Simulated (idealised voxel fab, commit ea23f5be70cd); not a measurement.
process module | voxel self aligned vias
cross-section cut | 275 nm wide | cells 5 nm
A cross-section is a grid of square cells, given in bands from the top down. A band is one or more rows of cells.
Each band's line starts with the height of the band's top and of its bottom, in nm. Then come its materials from left to right, each with its width in nm. One material with "throughout" fills the band from edge to edge. "air" is empty space.
Height 0 is the level under which the wafer as received is all one material. The lowest band goes on downwards, as in "0 down".
A width such as "30 to 40" changes by the same amount from each row of cells to the next, from the band's top row to its bottom row.
"no change" after a step means that no cell of the cross-section changed.
closed voids: empty space of 8 cells or more with no open way to the top, each as width x height at its distance from the left edge, in nm
after a step's settings: what the simulator itself notes on the step
overlay nm, on a step with a mask: how far to the right of its planned place the mask lay; to the left if negative
plan
1 op RECEIVE | material Si
2 op CONFORMAL_DEP | material SiO2 | thk nm 15
3 op CONFORMAL_DEP | material SiCN | thk nm 5
4 op DIRECTIONAL_DEP | material lowk | thk nm 30
5 op DIRECTIONAL_DEP | material aC | thk nm 15
6 op PATTERN | tone open | mask id LINES | material resist | width nm 20 | pitch nm 60 | thk nm 35 | overlay nm 0
7 op DIRECTIONAL_ETCH | etch materials aC | depth nm 15
8 op STRIP | etch materials resist
9 op DIRECTIONAL_ETCH | etch materials lowk | depth nm 30
10 op STRIP | etch materials aC
11 op CONFORMAL_DEP | material TiN | thk nm 5
12 op FILL_DEP | material W | thk nm 10
13 op CMP | height nm 50
14 op SELECTIVE_ETCH | etch materials W Ru TiN | depth nm 5
15 op FILL_DEP | material SiN | thk nm 5
16 op CMP | height nm 50
17 op DIRECTIONAL_DEP | material lowk | thk nm 20
18 op MASKED_ETCH | tone open | mask id VIAS | width nm 30 | pitch nm 60 | etch materials lowk | depth nm 20 | overlay nm 0
19 op MASKED_ETCH | tone open | mask id VIAS | width nm 30 | pitch nm 60 | etch materials SiN | depth nm 5 | overlay nm 0
20 op CONFORMAL_DEP | material TiN | thk nm 5
21 op FILL_DEP | material Cu | thk nm 10
22 op CMP | height nm 70
23 op CONFORMAL_DEP | material SiN | thk nm 5
first wafer, as planned
as received, after step 1
  0 down: Si throughout
  closed voids: none
after step 2
  15 to 0: SiO2 throughout
  below 0: unchanged
after step 3
  20 to 15: SiCN throughout
  below 15: unchanged
after step 4
  50 to 20: lowk throughout
  below 20: unchanged
after step 5
  65 to 50: aC throughout
  below 50: unchanged
after step 6
  100 to 65: resist 65 | air 20 | resist 40 | air 20 | resist 40 | air 20 | resist 70
  below 65: unchanged
after step 7
  85 to 65: resist 65 | air 20 | resist 40 | air 20 | resist 40 | air 20 | resist 70
  65 to 50: aC 65 | air 20 | aC 40 | air 20 | aC 40 | air 20 | aC 70
  below 50: unchanged
after step 8
  65 to 50: aC 65 | air 20 | aC 40 | air 20 | aC 40 | air 20 | aC 70
  below 50: unchanged
after step 9
  65 to 50: aC 65 | air 20 | aC 40 | air 20 | aC 40 | air 20 | aC 70
  50 to 20: lowk 65 | air 20 | lowk 40 | air 20 | lowk 40 | air 20 | lowk 70
  below 20: unchanged
after step 10
  50 to 20: lowk 65 | air 20 | lowk 40 | air 20 | lowk 40 | air 20 | lowk 70
  below 20: unchanged
after step 11
  55 to 50: TiN 70 | air 10 | TiN 50 | air 10 | TiN 50 | air 10 | TiN 75
  50 to 25: lowk 65 | TiN 5 | air 10 | TiN 5 | lowk 40 | TiN 5 | air 10 | TiN 5 | lowk 40 | TiN 5 | air 10 | TiN 5 | lowk 70
  25 to 20: lowk 65 | TiN 20 | lowk 40 | TiN 20 | lowk 40 | TiN 20 | lowk 70
  below 20: unchanged
after step 12
  65 to 55: W throughout
  55 to 50: TiN 70 | W 10 | TiN 50 | W 10 | TiN 50 | W 10 | TiN 75
  50 to 25: lowk 65 | TiN 5 | W 10 | TiN 5 | lowk 40 | TiN 5 | W 10 | TiN 5 | lowk 40 | TiN 5 | W 10 | TiN 5 | lowk 70
  below 25: unchanged
after step 13
  50 to 25: lowk 65 | TiN 5 | W 10 | TiN 5 | lowk 40 | TiN 5 | W 10 | TiN 5 | lowk 40 | TiN 5 | W 10 | TiN 5 | lowk 70
  below 25: unchanged
after step 14
  50 to 45: lowk 65 | air 20 | lowk 40 | air 20 | lowk 40 | air 20 | lowk 70
  below 45: unchanged
after step 15
  55 to 50: SiN throughout
  50 to 45: lowk 65 | SiN 20 | lowk 40 | SiN 20 | lowk 40 | SiN 20 | lowk 70
  below 45: unchanged
after step 16
  50 to 45: lowk 65 | SiN 20 | lowk 40 | SiN 20 | lowk 40 | SiN 20 | lowk 70
  below 45: unchanged
after step 17
  70 to 50: lowk throughout
  below 50: unchanged
after step 18
  70 to 50: lowk 60 | air 30 | lowk 30 | air 30 | lowk 30 | air 30 | lowk 65
  below 50: unchanged
after step 19
  70 to 50: lowk 60 | air 30 | lowk 30 | air 30 | lowk 30 | air 30 | lowk 65
  50 to 45: lowk 65 | air 20 | lowk 40 | air 20 | lowk 40 | air 20 | lowk 70
  below 45: unchanged
after step 20
  75 to 70: TiN 65 | air 20 | TiN 40 | air 20 | TiN 40 | air 20 | TiN 70
  70 to 55: lowk 60 | TiN 5 | air 20 | TiN 5 | lowk 30 | TiN 5 | air 20 | TiN 5 | lowk 30 | TiN 5 | air 20 | TiN 5 | lowk 65
  55 to 50: lowk 60 | TiN 10 | air 10 | TiN 10 | lowk 30 | TiN 10 | air 10 | TiN 10 | lowk 30 | TiN 10 | air 10 | TiN 10 | lowk 65
  50 to 45: lowk 65 | TiN 20 | lowk 40 | TiN 20 | lowk 40 | TiN 20 | lowk 70
  below 45: unchanged
after step 21
  85 to 75: Cu throughout
  75 to 70: TiN 65 | Cu 20 | TiN 40 | Cu 20 | TiN 40 | Cu 20 | TiN 70
  70 to 55: lowk 60 | TiN 5 | Cu 20 | TiN 5 | lowk 30 | TiN 5 | Cu 20 | TiN 5 | lowk 30 | TiN 5 | Cu 20 | TiN 5 | lowk 65
  55 to 50: lowk 60 | TiN 10 | Cu 10 | TiN 10 | lowk 30 | TiN 10 | Cu 10 | TiN 10 | lowk 30 | TiN 10 | Cu 10 | TiN 10 | lowk 65
  below 50: unchanged
after step 22
  70 to 55: lowk 60 | TiN 5 | Cu 20 | TiN 5 | lowk 30 | TiN 5 | Cu 20 | TiN 5 | lowk 30 | TiN 5 | Cu 20 | TiN 5 | lowk 65
  below 55: unchanged
after step 23
  75 to 70: SiN throughout
  below 70: unchanged
second wafer: like start, like plan, one mistake. Through step 17 it matches the first wafer
when step 18 should have ended
  70 to 50: lowk 65 | air 30 | lowk 30 | air 30 | lowk 30 | air 30 | lowk 60
  below 50: unchanged
when step 19 should have ended
  70 to 50: lowk 65 | air 30 | lowk 30 | air 30 | lowk 30 | air 30 | lowk 60
  50 to 45: lowk 65 | air 20 | lowk 40 | air 20 | lowk 40 | air 20 | lowk 70
  below 45: unchanged
when step 20 should have ended
  75 to 70: TiN 70 | air 20 | TiN 40 | air 20 | TiN 40 | air 20 | TiN 65
  70 to 55: lowk 65 | TiN 5 | air 20 | TiN 5 | lowk 30 | TiN 5 | air 20 | TiN 5 | lowk 30 | TiN 5 | air 20 | TiN 5 | lowk 60
  55 to 50: lowk 65 | TiN 5 | air 10 | TiN 15 | lowk 30 | TiN 5 | air 10 | TiN 15 | lowk 30 | TiN 5 | air 10 | TiN 15 | lowk 60
  50 to 45: lowk 65 | TiN 20 | lowk 40 | TiN 20 | lowk 40 | TiN 20 | lowk 70
  below 45: unchanged
when step 21 should have ended
  85 to 75: Cu throughout
  75 to 70: TiN 70 | Cu 20 | TiN 40 | Cu 20 | TiN 40 | Cu 20 | TiN 65
  70 to 55: lowk 65 | TiN 5 | Cu 20 | TiN 5 | lowk 30 | TiN 5 | Cu 20 | TiN 5 | lowk 30 | TiN 5 | Cu 20 | TiN 5 | lowk 60
  55 to 50: lowk 65 | TiN 5 | Cu 10 | TiN 15 | lowk 30 | TiN 5 | Cu 10 | TiN 15 | lowk 30 | TiN 5 | Cu 10 | TiN 15 | lowk 60
  below 50: unchanged
when step 22 should have ended
  70 to 55: lowk 65 | TiN 5 | Cu 20 | TiN 5 | lowk 30 | TiN 5 | Cu 20 | TiN 5 | lowk 30 | TiN 5 | Cu 20 | TiN 5 | lowk 60
  below 55: unchanged
when step 23 should have ended
  75 to 70: SiN throughout
  below 70: unchanged
what went wrong: step 18 ran as: op MASKED_ETCH | tone open | mask id VIAS | width nm 30 | pitch nm 60 | etch materials lowk | depth nm 20 | overlay nm 5
at the end the second wafer has, in cells: as many of each material as the first, in other places
